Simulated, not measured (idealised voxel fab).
Process module under the name voxel transistor to metal
The width of the displayed cross-section, cut, is 140 nm; its cells are square, with a size of 5 nm.
This document writes a cross-section as a grid whose cells are square, and gives it as bands, listed from the top down; one or more rows of cells form a band.
In this notation a band is specified by the heights of its top and bottom, in that order and in nm, after which its materials appear from left to right, each paired with its width in nm. The word "edge to edge" attached to a single material means that material fills the band from edge to edge; the word "air" stands for empty space.
Note: height 0 marks the level under which the wafer is uniformly one material as received. Lowest band unbounded below, written "0 nm and below".
A two-number width, for instance "30..40", indicates that the width is equal to the first number in the top row of the band and to the second number in the bottom row, and that it changes by a constant amount per row of cells.
Where a step carries "remained unchanged", the cross-section came out of it unchanged, cell for cell.
Closed empty spaces (no open way to the top) of 8 cells or more are what "Enclosed internal voids" lists, each as width x height at distance from the left edge, nm for all three.
Anything after a step's settings on that line? It's the simulator's own note about the step.
"overlay nm" on a masked step: distance the mask lay right of its planned place, negative for left.
# The planned process steps are enumerated hereunder
| 1 | RECEIVE [material Si] |
| 2 | CONFORMAL_DEP [material SiO2] [thk nm 5] |
| 3 | CONFORMAL_DEP [material SiN] [thk nm 10] |
| 4 | PATTERN [tone cover] [mask id ACTIVE] [material resist] [width nm 100] [thk nm 15] [overlay nm 0] |
| 5 | DIRECTIONAL_ETCH [etch materials SiN] [depth nm 10] |
| 6 | DIRECTIONAL_ETCH [etch materials SiO2] [depth nm 5] |
| 7 | DIRECTIONAL_ETCH [etch materials Si] [depth nm 35] |
| 8 | STRIP [etch materials resist] |
| 9 | FILL_DEP [material SiO2] [thk nm 10] |
| 10 | CMP [height nm 15] |
| 11 | SELECTIVE_ETCH [etch materials SiO2] [depth nm 5] |
| 12 | STRIP [etch materials SiN] |
| 13 | SELECTIVE_ETCH [etch materials SiO2] [depth nm 5] |
| 14 | OXIDIZE [depth nm 5] |
| 15 | DIRECTIONAL_DEP [material polySi] [thk nm 20] |
| 16 | DIRECTIONAL_DEP [material SiCN] [thk nm 10] |
| 17 | PATTERN [tone cover] [mask id GATE] [material resist] [width nm 30] [thk nm 20] [overlay nm 0] |
| 18 | DIRECTIONAL_ETCH [etch materials SiCN] [depth nm 20] |
| 19 | DIRECTIONAL_ETCH [etch materials polySi] [depth nm 30] |
| 20 | STRIP [etch materials resist] |
| 21 | CONFORMAL_DEP [material SiO2] [thk nm 5] |
| 22 | DIRECTIONAL_ETCH [etch materials SiO2] [depth nm 5] |
| 23 | CONFORMAL_DEP [material SiN] [thk nm 10] |
| 24 | DIRECTIONAL_ETCH [etch materials SiN] [depth nm 10] |
| 25 | DIRECTIONAL_ETCH [etch materials SiO2] [depth nm 5] |
| 26 | DIRECTIONAL_ETCH [etch materials Si] [depth nm 15] |
| 27 | EPI [material nSi] [thk nm 15] |
| 28 | FILL_DEP [material SiO2] [thk nm 10] |
| 29 | CMP [height nm 20] |
| 30 | STRIP [etch materials polySi] |
| 31 | SELECTIVE_ETCH [etch materials SiO2] [depth nm 5] |
| 32 | CONFORMAL_DEP [material HfO2] [thk nm 5] |
| 33 | CONFORMAL_DEP [material TiN] [thk nm 5] |
| 34 | FILL_DEP [material W] [thk nm 10] |
| 35 | CMP [height nm 15] |
| 36 | DIRECTIONAL_DEP [material SiO2] [thk nm 10] |
| 37 | MASKED_ETCH [tone open] [mask id CONTACT] [width nm 15] [pitch nm 75] [etch materials SiO2] [depth nm 15] [overlay nm 0] |
| 38 | CONFORMAL_DEP [material TiN] [thk nm 5] |
| 39 | FILL_DEP [material Ru] [thk nm 10] |
| 40 | CMP [height nm 25] |
| 41 | DIRECTIONAL_DEP [material TiN] [thk nm 5] |
| 42 | DIRECTIONAL_DEP [material Ru] [thk nm 25] |
| 43 | MASKED_ETCH [tone cover] [mask id METAL_1] [width nm 15] [pitch nm 75] [etch materials Ru] [depth nm 25] [overlay nm 0] |
| 44 | MASKED_ETCH [tone cover] [mask id METAL_1] [width nm 15] [pitch nm 75] [etch materials TiN] [depth nm 5] [overlay nm 0] |
| 45 | FILL_DEP [material lowk] [thk nm 5] |
| 46 | CMP [height nm 55] |
| 47 | CONFORMAL_DEP [material SiCN] [thk nm 5] |
| 48 | DIRECTIONAL_DEP [material SiO2] [thk nm 30] |
| 49 | DIRECTIONAL_DEP [material aC] [thk nm 15] |
| 50 | PATTERN [tone open] [mask id METAL_2] [material resist] [width nm 15] [pitch nm 75] [thk nm 35] [overlay nm 0] |
| 51 | DIRECTIONAL_ETCH [etch materials aC] [depth nm 15] |
| 52 | STRIP [etch materials resist] |
| 53 | DIRECTIONAL_ETCH [etch materials SiO2] [depth nm 15] |
| 54 | STRIP [etch materials aC] |
| 55 | PATTERN [tone open] [mask id METAL_2_HOLES] [material resist] [width nm 15] [pitch nm 75] [thk nm 20] [overlay nm 0] |
| 56 | DIRECTIONAL_ETCH [etch materials SiO2] [depth nm 15] |
| 57 | DIRECTIONAL_ETCH [etch materials SiCN] [depth nm 5] |
| 58 | STRIP [etch materials resist] |
| 59 | CONFORMAL_DEP [material TiN] [thk nm 5] |
| 60 | FILL_DEP [material Cu] [thk nm 5] |
| 61 | CMP [height nm 90] |
| 62 | CONFORMAL_DEP [material SiN] [thk nm 5] |
# Cross-section of the wafer upon arrival, representing the state reached after step 1
- 0 nm and below = Si edge to edge
- Enclosed internal voids: none
# The first of the two wafers as seen in cross-section once the module was finished; processing followed the plan
- 95 nm to 90 nm = SiN edge to edge
- 90 nm to 60 nm = 25 SiO2 | 5 TiN | 5 Cu | 5 TiN | 60 SiO2 | 5 TiN | 5 Cu | 5 TiN | 25 SiO2
- 60 nm to 55 nm = 25 SiCN | 15 TiN | 60 SiCN | 15 TiN | 25 SiCN
- 55 nm to 30 nm = 25 lowk | 15 Ru | 60 lowk | 15 Ru | 25 lowk
- 30 nm to 25 nm = 25 lowk | 15 TiN | 60 lowk | 15 TiN | 25 lowk
- 25 nm to 15 nm = 25 SiO2 | 5 TiN | 5 Ru | 5 TiN | 60 SiO2 | 5 TiN | 5 Ru | 5 TiN | 25 SiO2
- 15 nm to 10 nm = 25 SiO2 | 15 TiN | 10 SiN | 5 HfO2 | 5 TiN | 20 W | 5 TiN | 5 HfO2 | 10 SiN | 15 TiN | 25 SiO2
- 10 nm to 5 nm = 25 SiO2 | 15 nSi | 10 SiN | 5 HfO2 | 5 TiN | 20 W | 5 TiN | 5 HfO2 | 10 SiN | 15 nSi | 25 SiO2
- 5 nm to 0 nm = 20 SiO2 | 10 SiN | 10 nSi | 10 SiN | 5 HfO2 | 30 TiN | 5 HfO2 | 10 SiN | 10 nSi | 10 SiN | 20 SiO2
- 0 nm to -5 nm = 30 SiO2 | 10 nSi | 10 SiO2 | 40 HfO2 | 10 SiO2 | 10 nSi | 30 SiO2
- -5 nm to -20 nm = 20 SiO2 | 10 Si | 10 nSi | 60 Si | 10 nSi | 10 Si | 20 SiO2
- -20 nm to -35 nm = 20 SiO2 | 100 Si | 20 SiO2
- -35 nm and below = Si edge to edge
- Enclosed internal voids: none
# Cross-section of the latter of the two wafers at module completion. It had an identical start and an identical plan to the former; in running it, one mistake was made
- 95 nm to 90 nm = SiN edge to edge
- 90 nm to 60 nm = 25 SiO2 | 5 TiN | 5 Cu | 5 TiN | 60 SiO2 | 5 TiN | 5 Cu | 5 TiN | 25 SiO2
- 60 nm to 55 nm = 25 SiCN | 15 TiN | 60 SiCN | 15 TiN | 25 SiCN
- 55 nm to 30 nm = 25 lowk | 15 Ru | 60 lowk | 15 Ru | 25 lowk
- 30 nm to 25 nm = 25 lowk | 15 TiN | 60 lowk | 15 TiN | 25 lowk
- 25 nm to 15 nm = 25 SiO2 | 5 TiN | 5 Ru | 5 TiN | 60 SiO2 | 5 TiN | 5 Ru | 5 TiN | 25 SiO2
- 15 nm to 10 nm = 25 SiO2 | 15 TiN | 10 SiN | 5 TiN | 30 W | 5 TiN | 10 SiN | 15 TiN | 25 SiO2
- 10 nm to 5 nm = 25 SiO2 | 15 nSi | 10 SiN | 5 TiN | 30 W | 5 TiN | 10 SiN | 15 nSi | 25 SiO2
- 5 nm to 0 nm = 20 SiO2 | 10 SiN | 10 nSi | 10 SiN | 5 TiN | 30 W | 5 TiN | 10 SiN | 10 nSi | 10 SiN | 20 SiO2
- 0 nm to -5 nm = 30 SiO2 | 10 nSi | 10 SiO2 | 40 TiN | 10 SiO2 | 10 nSi | 30 SiO2
- -5 nm to -20 nm = 20 SiO2 | 10 Si | 10 nSi | 60 Si | 10 nSi | 10 Si | 20 SiO2
- -20 nm to -35 nm = 20 SiO2 | 100 Si | 20 SiO2
- -35 nm and below = Si edge to edge
- Enclosed internal voids: none
Processing error: step 32 of the plan was omitted and not executed
Cell-count delta at end, second wafer over first, by material: -14 HfO2; +4 TiN; +10 W
